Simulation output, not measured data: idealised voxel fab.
process module | voxel quadruple lines
cross-section cut | 270 nm wide | cells 5 nm
A cross-section is a grid of square cells, given in bands from the top down. A band is one or more rows of cells.
Each band's line starts with the height of the band's top and of its bottom, in nm. Then come its materials from left to right, each with its width in nm. One material with "throughout" fills the band from edge to edge. "air" is empty space.
Height 0 is the level under which the wafer as received is all one material. The lowest band goes on downwards, as in "0 down".
A width such as "30 to 40" changes by the same amount from each row of cells to the next, from the band's top row to its bottom row.
"no change" after a step means that no cell of the cross-section changed.
closed voids: empty space of 8 cells or more with no open way to the top, each as width x height at its distance from the left edge, in nm
after a step's settings: what the simulator itself notes on the step
overlay nm, on a step with a mask: how far to the right of its planned place the mask lay; to the left if negative
plan
1 op RECEIVE | material Si
2 op CONFORMAL_DEP | material SiO2 | thk nm 10
3 op DIRECTIONAL_DEP | material TiN | thk nm 10
4 op DIRECTIONAL_DEP | material polySi | thk nm 15
5 op DIRECTIONAL_DEP | material aC | thk nm 20
6 op PATTERN | tone cover | mask id MANDREL | material resist | width nm 35 | thk nm 30 | overlay nm 0
7 op DIRECTIONAL_ETCH | etch materials aC | depth nm 20
8 op STRIP | etch materials resist
9 op CONFORMAL_DEP | material SiO2 | thk nm 15
10 op DIRECTIONAL_ETCH | etch materials SiO2 | depth nm 15
11 op STRIP | etch materials aC
12 op DIRECTIONAL_ETCH | etch materials polySi | depth nm 15
13 op STRIP | etch materials SiO2
14 op CONFORMAL_DEP | material SiN | thk nm 10
15 op DIRECTIONAL_ETCH | etch materials SiN | depth nm 10
16 op STRIP | etch materials polySi
17 op DIRECTIONAL_ETCH | etch materials TiN | depth nm 10
18 op STRIP | etch materials SiN
19 op FILL_DEP | material SiO2 | thk nm 5
20 op CMP | height nm 20
first wafer, as planned
as received, after step 1
  0 down: Si throughout
  closed voids: none
after step 2
  10 to 0: SiO2 throughout
  below 0: unchanged
after step 3
  20 to 10: TiN throughout
  below 10: unchanged
after step 4
  35 to 20: polySi throughout
  below 20: unchanged
after step 5
  55 to 35: aC throughout
  below 35: unchanged
after step 6
  85 to 55: air 115 | resist 35 | air 120
  below 55: unchanged
after step 7
  65 to 55: air 115 | resist 35 | air 120
  55 to 35: air 115 | aC 35 | air 120
  below 35: unchanged
after step 8
  55 to 35: air 115 | aC 35 | air 120
  below 35: unchanged
after step 9
  70 to 55: air 100 | SiO2 65 | air 105
  55 to 50: air 100 | SiO2 15 | aC 35 | SiO2 15 | air 105
  50 to 35: SiO2 115 | aC 35 | SiO2 120
  below 35: unchanged
after step 10
  55 to 35: air 100 | SiO2 15 | aC 35 | SiO2 15 | air 105
  below 35: unchanged
after step 11
  55 to 35: air 100 | SiO2 15 | air 35 | SiO2 15 | air 105
  below 35: unchanged
after step 12
  55 to 35: air 100 | SiO2 15 | air 35 | SiO2 15 | air 105
  35 to 20: air 100 | polySi 15 | air 35 | polySi 15 | air 105
  below 20: unchanged
after step 13
  35 to 20: air 100 | polySi 15 | air 35 | polySi 15 | air 105
  below 20: unchanged
after step 14
  45 to 35: air 90 | SiN 35 | air 15 | SiN 35 | air 95
  35 to 30: air 90 | SiN 10 | polySi 15 | SiN 10 | air 15 | SiN 10 | polySi 15 | SiN 10 | air 95
  30 to 20: SiN 100 | polySi 15 | SiN 35 | polySi 15 | SiN 105
  below 20: unchanged
after step 15
  35 to 20: air 90 | SiN 10 | polySi 15 | SiN 10 | air 15 | SiN 10 | polySi 15 | SiN 10 | air 95
  below 20: unchanged
after step 16
  35 to 20: air 90 | SiN 10 | air 15 | SiN 10 | air 15 | SiN 10 | air 15 | SiN 10 | air 95
  below 20: unchanged
after step 17
  35 to 20: air 90 | SiN 10 | air 15 | SiN 10 | air 15 | SiN 10 | air 15 | SiN 10 | air 95
  20 to 10: air 90 | TiN 10 | air 15 | TiN 10 | air 15 | TiN 10 | air 15 | TiN 10 | air 95
  below 10: unchanged
after step 18
  20 to 10: air 90 | TiN 10 | air 15 | TiN 10 | air 15 | TiN 10 | air 15 | TiN 10 | air 95
  below 10: unchanged
after step 19
  25 to 20: SiO2 throughout
  20 to 10: SiO2 90 | TiN 10 | SiO2 15 | TiN 10 | SiO2 15 | TiN 10 | SiO2 15 | TiN 10 | SiO2 95
  below 10: unchanged
after step 20
  20 to 10: SiO2 90 | TiN 10 | SiO2 15 | TiN 10 | SiO2 15 | TiN 10 | SiO2 15 | TiN 10 | SiO2 95
  below 10: unchanged
second wafer: like start, like plan, one mistake. Through step 5 it matches the first wafer
when step 6 should have ended
  85 to 55: resist 115 | air 35 | resist 120
  below 55: unchanged
when step 7 should have ended
  65 to 55: resist 115 | air 35 | resist 120
  55 to 35: aC 115 | air 35 | aC 120
  below 35: unchanged
when step 8 should have ended
  55 to 35: aC 115 | air 35 | aC 120
  below 35: unchanged
when step 9 should have ended
  70 to 55: SiO2 130 | air 5 | SiO2 135
  55 to 50: aC 115 | SiO2 15 | air 5 | SiO2 15 | aC 120
  50 to 35: aC 115 | SiO2 35 | aC 120
  below 35: unchanged
when step 10 should have ended
  55 to 35: aC 115 | SiO2 15 | air 5 | SiO2 15 | aC 120
  below 35: unchanged
when step 11 should have ended
  55 to 35: air 115 | SiO2 15 | air 5 | SiO2 15 | air 120
  below 35: unchanged
when step 12 should have ended
  55 to 35: air 115 | SiO2 15 | air 5 | SiO2 15 | air 120
  35 to 20: air 115 | polySi 15 | air 5 | polySi 15 | air 120
  below 20: unchanged
when step 13 should have ended
  35 to 20: air 115 | polySi 15 | air 5 | polySi 15 | air 120
  below 20: unchanged
when step 14 should have ended
  45 to 35: air 105 | SiN 55 | air 110
  35 to 30: air 105 | SiN 10 | polySi 15 | SiN 5 | polySi 15 | SiN 10 | air 110
  30 to 20: SiN 115 | polySi 15 | SiN 5 | polySi 15 | SiN 120
  below 20: unchanged
when step 15 should have ended
  35 to 20: air 105 | SiN 10 | polySi 15 | SiN 5 | polySi 15 | SiN 10 | air 110
  below 20: unchanged
when step 16 should have ended
  35 to 20: air 105 | SiN 10 | air 15 | SiN 5 | air 15 | SiN 10 | air 110
  below 20: unchanged
when step 17 should have ended
  35 to 20: air 105 | SiN 10 | air 15 | SiN 5 | air 15 | SiN 10 | air 110
  20 to 10: air 105 | TiN 10 | air 15 | TiN 5 | air 15 | TiN 10 | air 110
  below 10: unchanged
when step 18 should have ended
  20 to 10: air 105 | TiN 10 | air 15 | TiN 5 | air 15 | TiN 10 | air 110
  below 10: unchanged
when step 19 should have ended
  25 to 20: SiO2 throughout
  20 to 10: SiO2 105 | TiN 10 | SiO2 15 | TiN 5 | SiO2 15 | TiN 10 | SiO2 110
  below 10: unchanged
when step 20 should have ended
  20 to 10: SiO2 105 | TiN 10 | SiO2 15 | TiN 5 | SiO2 15 | TiN 10 | SiO2 110
  below 10: unchanged
what went wrong: step 6 ran as: op PATTERN | tone open | mask id MANDREL | material resist | width nm 35 | thk nm 30 | overlay nm 0
at the end the second wafer has, in cells: 6 more of SiO2 | 6 fewer of TiN
